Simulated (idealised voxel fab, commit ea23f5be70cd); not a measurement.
process module | voxel tone inversion
cross-section cut | 225 nm wide | cells 5 nm
A cross-section is a grid of square cells, given in bands from the top down. A band is one or more rows of cells.
Each band's line starts with the height of the band's top and of its bottom, in nm. Then come its materials from left to right, each with its width in nm. One material with "throughout" fills the band from edge to edge. "air" is empty space.
Height 0 is the level under which the wafer as received is all one material. The lowest band goes on downwards, as in "0 down".
A width such as "30 to 40" changes by the same amount from each row of cells to the next, from the band's top row to its bottom row.
"no change" after a step means that no cell of the cross-section changed.
closed voids: empty space of 8 cells or more with no open way to the top, each as width x height at its distance from the left edge, in nm
after a step's settings: what the simulator itself notes on the step
overlay nm, on a step with a mask: how far to the right of its planned place the mask lay; to the left if negative
plan
1 op RECEIVE | material Si
2 op CONFORMAL_DEP | material SiN | thk nm 5
3 op DIRECTIONAL_DEP | material polySi | thk nm 20
4 op PATTERN | tone cover | mask id POSTS | material resist | width nm 25 | pitch nm 40 | thk nm 30 | overlay nm 0
5 op DIRECTIONAL_ETCH | etch materials polySi | depth nm 20
6 op STRIP | etch materials resist
7 op FILL_DEP | material lowk | thk nm 10
8 op CMP | height nm 25
9 op STRIP | etch materials polySi
first wafer, as planned
as received, after step 1
  0 down: Si throughout
  closed voids: none
after step 2
  5 to 0: SiN throughout
  below 0: unchanged
after step 3
  25 to 5: polySi throughout
  below 5: unchanged
after step 4
  55 to 25: air 40 | resist 25 | air 15 | resist 25 | air 15 | resist 25 | air 15 | resist 25 | air 40
  below 25: unchanged
after step 5
  55 to 25: air 40 | resist 25 | air 15 | resist 25 | air 15 | resist 25 | air 15 | resist 25 | air 40
  25 to 5: air 40 | polySi 25 | air 15 | polySi 25 | air 15 | polySi 25 | air 15 | polySi 25 | air 40
  below 5: unchanged
after step 6
  25 to 5: air 40 | polySi 25 | air 15 | polySi 25 | air 15 | polySi 25 | air 15 | polySi 25 | air 40
  below 5: unchanged
after step 7
  35 to 25: lowk throughout
  25 to 5: lowk 40 | polySi 25 | lowk 15 | polySi 25 | lowk 15 | polySi 25 | lowk 15 | polySi 25 | lowk 40
  below 5: unchanged
after step 8
  25 to 5: lowk 40 | polySi 25 | lowk 15 | polySi 25 | lowk 15 | polySi 25 | lowk 15 | polySi 25 | lowk 40
  below 5: unchanged
after step 9
  25 to 5: lowk 40 | air 25 | lowk 15 | air 25 | lowk 15 | air 25 | lowk 15 | air 25 | lowk 40
  below 5: unchanged
second wafer: like start, like plan, one mistake. Through step 1 it matches the first wafer
when step 2 should have ended: no change
when step 3 should have ended
  20 to 0: polySi throughout
  below 0: unchanged
when step 4 should have ended
  50 to 20: air 40 | resist 25 | air 15 | resist 25 | air 15 | resist 25 | air 15 | resist 25 | air 40
  below 20: unchanged
when step 5 should have ended
  50 to 20: air 40 | resist 25 | air 15 | resist 25 | air 15 | resist 25 | air 15 | resist 25 | air 40
  20 to 0: air 40 | polySi 25 | air 15 | polySi 25 | air 15 | polySi 25 | air 15 | polySi 25 | air 40
  below 0: unchanged
when step 6 should have ended
  20 to 0: air 40 | polySi 25 | air 15 | polySi 25 | air 15 | polySi 25 | air 15 | polySi 25 | air 40
  below 0: unchanged
when step 7 should have ended
  30 to 20: lowk throughout
  20 to 0: lowk 40 | polySi 25 | lowk 15 | polySi 25 | lowk 15 | polySi 25 | lowk 15 | polySi 25 | lowk 40
  below 0: unchanged
when step 8 should have ended
  25 to 20: lowk throughout
  below 20: unchanged
when step 9 should have ended: no change
what went wrong: step 2 was left out
at the end the second wafer has, in cells: 45 fewer of SiN | 45 more of lowk | 80 more of polySi
